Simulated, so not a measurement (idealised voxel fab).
voxel ribs on slabs: a process module
Displayed cross-section: cut, width of 265 nm, square cells sized 5 nm.
In what follows, cross-sections appear as grids of square cells, described through bands that run from the top down, where every band is one or more rows of cells.
First you get the band's top height and its bottom height, in nm, and then the materials it's made of, left to right, with each width in nm. If you see a single material with "throughout", that one covers the band edge to edge. "air" is empty space.
Heights are measured from 0, the level below which the as-received wafer is all one material; the lowest band has no bottom and continues downward, written as in "0 nm and below".
Width "30..40": first value at the band's top row of cells, second value at its bottom row, equal change from row to row.
Given "no modification" for a step, no cell of the cross-section differs between before and after that step.
So "Tabulated closed voids" is basically the list of trapped voids: any empty space of 8 cells or more that can't reach the top through an opening. They're written width x height at distance, the distance being from the left edge, and it's all nm.
Read whatever lies past the settings on a step's line as the simulator's own remark about the step.
"overlay nm" on a masked step: distance the mask lay right of its planned place, negative for left.

THESE ARE THE STEPS WE PLANNED FOR THE PROCESS
1) RECEIVE, material Si
2) DIRECTIONAL_DEP, material SiO2, thk nm 30
3) DIRECTIONAL_DEP, material polySi, thk nm 20
4) DIRECTIONAL_DEP, material aC, thk nm 15
5) PATTERN, tone cover, mask id RIB, material resist, width nm 30, thk nm 35, overlay nm 0
6) DIRECTIONAL_ETCH, etch materials aC, depth nm 15
7) STRIP, etch materials resist
8) DIRECTIONAL_ETCH, etch materials polySi, depth nm 10
9) STRIP, etch materials aC
10) DIRECTIONAL_DEP, material aC, thk nm 10
11) PATTERN, tone cover, mask id SLAB, material resist, width nm 80, thk nm 25, overlay nm 0
12) DIRECTIONAL_ETCH, etch materials aC, depth nm 10
13) STRIP, etch materials resist
14) DIRECTIONAL_ETCH, etch materials polySi, depth nm 10
15) STRIP, etch materials aC
16) FILL_DEP, material SiO2, thk nm 25
17) CMP, height nm 70
18) DIRECTIONAL_DEP, material W, thk nm 10
19) MASKED_ETCH, tone cover, mask id HEATER, width nm 40, etch materials W, depth nm 10, overlay nm 0
20) CONFORMAL_DEP, material SiO2, thk nm 10

CROSS-SECTION: WAFER ON ARRIVAL = AFTER STEP 1
    0 nm and below  Si throughout
    Tabulated closed voids: none

THIS IS HOW THE WAFER LOOKS IN CROSS-SECTION ONCE THE MODULE IS DONE, GIVEN THE STARTING STATE AND PLAN ABOVE AND ONE MISTAKE IN CARRYING THE PLAN OUT
    80 nm to 70 nm  110 nm air  40 nm W  115 nm air
    70 nm to 50 nm  SiO2 throughout
    50 nm to 40 nm  115 nm SiO2  30 nm polySi  120 nm SiO2
    40 nm to 30 nm  90 nm SiO2  80 nm polySi  95 nm SiO2
    30 nm to 0 nm  SiO2 throughout
    0 nm and below  Si throughout
    Tabulated closed voids: none
Which mistake was made when the wafer was run? step 20 of the plan was bypassed and not carried out
